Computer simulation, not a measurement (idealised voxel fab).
Title: Process Module voxel plated lines
Section shown: cut. Width: 215 nm. Cell size: 5 nm, square.
Reading order for cross-sections: top band down to bottom band. Underlying form: a grid of square cells. Band size: one or more rows of cells.
For a band, the entry starts with two heights in nm, that of the top and then that of the bottom, and carries on with the band's materials in order from left to right, each alongside its width in nm; the word "full width" beside a single material means it fills the band edge to edge, and "air" means empty space.
Height reference: 0 = level under which incoming wafer is all one material. Lowest band: no bottom, runs on downward, e.g. "from 0 down".
You'd read "30..40" like this: the band's top row of cells is as wide as the first number, its bottom row is as wide as the second, and going down, every row changes width by the same amount as the row before did.
When a step is marked "nothing altered", none of the cells in the cross-section changed during that step.
"Voids, sealed" - sealed voids, min. 8 cells, no opening to top; format: width x height at distance (distance from left edge; nm throughout).
Post-settings text on a step line: simulator's own remark regarding the step.
Steps that use a mask can have "overlay nm" on their line. It says how far the mask sat to the right of where it was meant to be. Negative means to the left.
[This section lists the process steps that were planned]
| 1 | op RECEIVE | material Si |
| 2 | op CONFORMAL_DEP | material SiO2 | thk nm 15 |
| 3 | op DIRECTIONAL_DEP | material TiN | thk nm 5 |
| 4 | op PATTERN | tone open | mask id LINES | material resist | width nm 20 | pitch nm 40 | thk nm 40 | overlay nm -15 |
| 5 | op EPI | material Ru | thk nm 10 |
| 6 | op EPI | material Ru | thk nm 5 |
| 7 | op EPI | material Ru | thk nm 5 |
| 8 | op STRIP | etch materials resist |
| 9 | op DIRECTIONAL_ETCH | etch materials TiN | depth nm 5 |
| 10 | op CONFORMAL_DEP | material SiN | thk nm 10 |
Across this set of wafers, the varied parameter is the overlay nm of step 4. Starting conditions are identical for every wafer, and the plan reports the value assigned to the first wafer.
[Cross-section of the first of several wafers as received (after step 1)]
  from 0 down: Si full width
  Voids, sealed: none
[End of the module, past its last step, step 10: how the first of several wafers looks in cross-section]
  from 50 to 40: air=30, then SiN=120, then air=65
  from 40 to 25: air=30, then SiN=10, then Ru=20, then SiN=20, then Ru=20, then SiN=20, then Ru=20, then SiN=10, then air=65
  from 25 to 20: SiN=40, then Ru=20, then SiN=20, then Ru=20, then SiN=20, then Ru=20, then SiN=75
  from 20 to 15: SiN=40, then TiN=20, then SiN=20, then TiN=20, then SiN=20, then TiN=20, then SiN=75
  from 15 to 0: SiO2 full width
  from 0 down: Si full width
  Voids, sealed: none
[The module's end: a cross-section of the last wafer]
  from 50 to 40: air=60, then SiN=120, then air=35
  from 40 to 25: air=60, then SiN=10, then Ru=20, then SiN=20, then Ru=20, then SiN=20, then Ru=20, then SiN=10, then air=35
  from 25 to 20: SiN=70, then Ru=20, then SiN=20, then Ru=20, then SiN=20, then Ru=20, then SiN=45
  from 20 to 15: SiN=70, then TiN=20, then SiN=20, then TiN=20, then SiN=20, then TiN=20, then SiN=45
  from 15 to 0: SiO2 full width
  from 0 down: Si full width
  Voids, sealed: none
[Per wafer (row), end of module: delta in cells per material since receipt, (+) for gained, (-) for lost; closed voids after that]
overlay nm -15, +48 Ru, +146 SiN, +129 SiO2, +12 TiN, Voids, sealed: none
overlay nm -10, +48 Ru, +146 SiN, +129 SiO2, +12 TiN, Voids, sealed: none
overlay nm -5, +48 Ru, +146 SiN, +129 SiO2, +12 TiN, Voids, sealed: none
overlay nm 0, +48 Ru, +146 SiN, +129 SiO2, +12 TiN, Voids, sealed: none
overlay nm 5, +48 Ru, +146 SiN, +129 SiO2, +12 TiN, Voids, sealed: none
overlay nm 10, +48 Ru, +146 SiN, +129 SiO2, +12 TiN, Voids, sealed: none
overlay nm 15, +48 Ru, +146 SiN, +129 SiO2, +12 TiN, Voids, sealed: none
